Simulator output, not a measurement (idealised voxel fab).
Documented hereafter: the process module known as voxel plated lines.
The width of the displayed cross-section, cut, is 260 nm; its cells are square, with a size of 5 nm.
If you're reading a cross-section in this doc, picture square cells in a grid; it comes to you as bands, top ones listed first down to the bottom, and a band can be one or more rows of cells. Heights first: top, then bottom, in nm. Then materials, left to right, each with a width in nm. "all across" on a single material: fills the band edge to edge. "blank": empty space. Convention: height 0 is the level below which the wafer, as received, is all one material. The lowest band does not terminate at the bottom but continues downward, represented as "0 nm and below". Note: "30->40" means the width goes from the first number (top row of the band) to the second number (bottom row) in equal steps per row of cells. Step note "nothing got changed" = no cross-section cell changed. What "Closed void register" gives you is every empty space of 8 cells or more that is cut off from the top. Each appears as width x height at distance, with the distance taken from the left edge and width, height and distance all in nm. The remark found on a step's line after its settings is issued by the simulator itself and pertains to that step. "overlay nm" denotes, for a step that has a mask, the displacement of the mask to the right of its planned place, with negative values corresponding to the left.

SO HERE'S THE LINEUP OF PROCESS STEPS WE PLANNED
1) RECEIVE [material Si]
2) CONFORMAL_DEP [material SiN] [thk nm 15]
3) DIRECTIONAL_DEP [material TiN] [thk nm 5]
4) PATTERN [tone open] [mask id LINES] [material resist] [width nm 15] [pitch nm 30] [thk nm 15] [overlay nm 0]
5) EPI [material Ru] [thk nm 10]
6) STRIP [etch materials resist]
7) DIRECTIONAL_ETCH [etch materials TiN] [depth nm 5]
8) CONFORMAL_DEP [material SiCN] [thk nm 10]

STEP 1 COMPLETE: CROSS-SECTION OF THE WAFER AS RECEIVED
  0 nm and below | Si all across
  Closed void register: none

FIRST OF TWO WAFERS: CROSS-SECTION AT END OF MODULE, RUN PER PLAN
  40 nm to 30 nm | blank=80; SiCN=95; blank=85
  30 nm to 25 nm | blank=80; SiCN=10; Ru=15; SiCN=15; Ru=15; SiCN=15; Ru=15; SiCN=10; blank=85
  25 nm to 20 nm | SiCN=90; Ru=15; SiCN=15; Ru=15; SiCN=15; Ru=15; SiCN=95
  20 nm to 15 nm | SiCN=90; TiN=15; SiCN=15; TiN=15; SiCN=15; TiN=15; SiCN=95
  15 nm to 0 nm | SiN all across
  0 nm and below | Si all across
  Closed void register: none

THIS IS THE SECOND OF THE TWO WAFERS, CROSS-SECTIONED AT THE END OF THE MODULE; IT STARTED EXACTLY LIKE THE FIRST AND WAS GIVEN THE SAME PLAN, BUT IT WAS RUN WITH ONE MISTAKE
  45 nm to 30 nm | blank=75; SiCN=105; blank=80
  30 nm to 20 nm | SiCN=90; Ru=15; SiCN=15; Ru=15; SiCN=15; Ru=15; SiCN=95
  20 nm to 15 nm | SiCN=90; TiN=15; SiCN=15; TiN=15; SiCN=15; TiN=15; SiCN=95
  15 nm to 0 nm | SiN all across
  0 nm and below | Si all across
  Closed void register: none
Processing error: step 8 did not use the planned setting and instead ran as CONFORMAL_DEP [material SiCN] [thk nm 15]
End check, counted in cells, second wafer has more or fewer of these materials than the first: +58 SiCN
